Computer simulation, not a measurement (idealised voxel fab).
voxel ribs on slabs: a process module
Cross-section cut spans 245 nm and uses square cells 5 nm in size.
For the purposes of this document, a cross-section shall be understood as a grid of square cells, specified as bands listed in top-to-bottom order, each band consisting of one or more rows of cells. Each band's line starts with the height of the band's top and of its bottom, in nm. Then come its materials from left to right, each with its width in nm. One material with "all across" fills the band from edge to edge. "empty" is empty space. We count height from 0. Below that, the starting wafer is all one material. The lowest band never ends at the bottom but goes on down; see "0 -> down" for how that is written. Per-row width for "30..40": begins at first number (top row of band), ends at second number (bottom row), increment between rows held constant. Reading "changes: none" for a step: not a cell of the cross-section changed in it. Heads up: "Enclosed internal voids" only lists the empty pockets with no open path to the top that are 8 cells or more, and it writes them as width x height at distance, distance from the left edge, in nm. It should be noted that, on the line of a given step, the content following the step's settings is a remark produced by the simulator itself with respect to that step. overlay nm: right-of-plan distance of the mask on a masked step; negative values mean left-of-plan.

Below is the list of planned process steps:
1) RECEIVE [material Si]
2) DIRECTIONAL_DEP [material SiO2] [thk nm 30]
3) DIRECTIONAL_DEP [material polySi] [thk nm 25]
4) MASKED_ETCH [tone cover] [mask id RIB] [width nm 30] [etch materials polySi] [depth nm 10] [overlay nm 0]
5) MASKED_ETCH [tone cover] [mask id SLAB] [width nm 70] [etch materials polySi] [depth nm 15] [overlay nm 0]
6) FILL_DEP [material SiO2] [thk nm 20]
7) CMP [height nm 70]
8) DIRECTIONAL_DEP [material TiN] [thk nm 5]
9) DIRECTIONAL_DEP [material aC] [thk nm 15]
10) PATTERN [tone cover] [mask id HEATER] [material resist] [width nm 40] [thk nm 30] [overlay nm 0]
11) DIRECTIONAL_ETCH [etch materials aC] [depth nm 15]
12) STRIP [etch materials resist]
13) DIRECTIONAL_ETCH [etch materials TiN] [depth nm 5]
14) STRIP [etch materials aC]
15) CONFORMAL_DEP [material SiO2] [thk nm 10]

As-received state of the wafer in cross-section, equivalent to post-step 1:
> 0 -> down | Si all across
> Enclosed internal voids: none

Cross-section: first of two wafers, module finished, run according to plan:
> 85 -> 80 | empty 90 / SiO2 60 / empty 95
> 80 -> 75 | SiO2 all across
> 75 -> 70 | SiO2 100 / TiN 40 / SiO2 105
> 70 -> 55 | SiO2 all across
> 55 -> 45 | SiO2 105 / polySi 30 / SiO2 110
> 45 -> 30 | SiO2 85 / polySi 70 / SiO2 90
> 30 -> 0 | SiO2 all across
> 0 -> down | Si all across
> Enclosed internal voids: none

So this is wafer number two of the two, cut at the end of the module - it started where the first did and had the same plan, we just got one thing wrong running it:
> 85 -> 80 | empty 100 / SiO2 60 / empty 85
> 80 -> 75 | SiO2 all across
> 75 -> 70 | SiO2 110 / TiN 40 / SiO2 95
> 70 -> 55 | SiO2 all across
> 55 -> 45 | SiO2 105 / polySi 30 / SiO2 110
> 45 -> 30 | SiO2 85 / polySi 70 / SiO2 90
> 30 -> 0 | SiO2 all across
> 0 -> down | Si all across
> Enclosed internal voids: none
Against the plan, the run slipped here: rather than as planned, step 10 actually ran as PATTERN [tone cover] [mask id HEATER] [material resist] [width nm 40] [thk nm 30] [overlay nm 10]
at the end the second wafer has, in cells: as many of each material as the first, in other places
